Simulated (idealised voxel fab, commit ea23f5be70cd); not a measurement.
Proc. module: voxel self aligned contacts
Cross-sectional view cut (width: 300 nm; square cell size: 5 nm).
Just so we're on the same page, the cross-sections are grids of square cells, and they're listed out in bands top to bottom, each band one or more rows deep. What a band's entry tells you: where the top is and where the bottom is, as heights in nm, and after that what lies inside, material by material from left to right, each with its width in nm. Empty space is written as the word "blank", and a single material marked with the word "edge to edge" occupies the band from edge to edge. Height is counted from the level 0, under which the received wafer is composed throughout of one material. The lowest of the bands is not closed at the bottom but continues downward, in the notation "0 nm and below". The two numbers in a width such as "30 to 40" mark its ends across the band: the first belongs to the top row of cells, the second to the bottom row, and from each row to the next the width moves by the same amount. "nothing different" (step): cross-section cells unchanged, all of them. This entry, "Voids, fully enclosed", enumerates those empty regions of no fewer than 8 cells that possess no open connection to the top. Each region is reported in the form width x height at distance, the distance being taken from the left edge, with all three quantities expressed in nm. Formally, on a step line, whatever follows the settings is a remark that the simulator itself makes on the step. The optional step-line setting "overlay nm" applies to steps with a mask and quantifies how far to the right of its planned location the mask lay, a negative value indicating leftward placement.
LIST OF PLANNED PROCESS STEPS
1: RECEIVE (material Si)
2: CONFORMAL_DEP (material SiO2; thk nm 5)
3: DIRECTIONAL_DEP (material polySi; thk nm 20)
4: DIRECTIONAL_DEP (material SiN; thk nm 25)
5: MASKED_ETCH (tone cover; mask id GATE; width nm 30; pitch nm 75; etch materials SiN; depth nm 25; overlay nm 0)
6: MASKED_ETCH (tone cover; mask id GATE; width nm 30; pitch nm 75; etch materials polySi; depth nm 20; overlay nm 0)
7: CONFORMAL_DEP (material SiN; thk nm 10)
8: DIRECTIONAL_ETCH (etch materials SiN; depth nm 10)
9: FILL_DEP (material SiO2; thk nm 15)
10: CMP (height nm 60)
11: DIRECTIONAL_DEP (material aC; thk nm 15)
12: PATTERN (tone open; mask id CONTACT; material resist; width nm 55; thk nm 30; overlay nm 0)
13: DIRECTIONAL_ETCH (etch materials aC; depth nm 15)
14: STRIP (etch materials resist)
15: DIRECTIONAL_ETCH (etch materials SiO2; depth nm 60)
16: STRIP (etch materials aC)
17: CONFORMAL_DEP (material TiN; thk nm 5)
18: FILL_DEP (material W; thk nm 10)
19: CMP (height nm 60)
20: CONFORMAL_DEP (material SiN; thk nm 5)
HERE'S WHAT THE WAFER LOOKED LIKE IN CROSS-SECTION WHEN IT ARRIVED - THAT'S AFTER STEP 1
* 0 nm and below | Si edge to edge
* Voids, fully enclosed: none
ONE MISTAKE IN RUNNING THE MODULE, OTHERWISE START AND PLAN AS ABOVE: CROSS-SECTION AT THE END
* 65 nm to 60 nm | SiN edge to edge
* 60 nm to 50 nm | 115 to 80 nm W | 5 to 40 nm TiN | 55 nm SiO2 | 5 to 40 nm TiN | 120 to 85 nm W
* 50 nm to 25 nm | 80 nm W | 5 nm TiN | 50 nm SiN | 25 nm SiO2 | 50 nm SiN | 5 nm TiN | 85 nm W
* 25 nm to 5 nm | 80 nm W | 5 nm TiN | 10 nm SiN | 30 nm polySi | 10 nm SiN | 25 nm SiO2 | 10 nm SiN | 30 nm polySi | 10 nm SiN | 5 nm TiN | 85 nm W
* 5 nm to 0 nm | 85 nm TiN | 125 nm SiO2 | 90 nm TiN
* 0 nm and below | Si edge to edge
* Voids, fully enclosed: none
Diagnosis: in deviation from the planned setting, step 12 was conducted as PATTERN (tone cover; mask id CONTACT; material resist; width nm 55; thk nm 30; overlay nm 0)
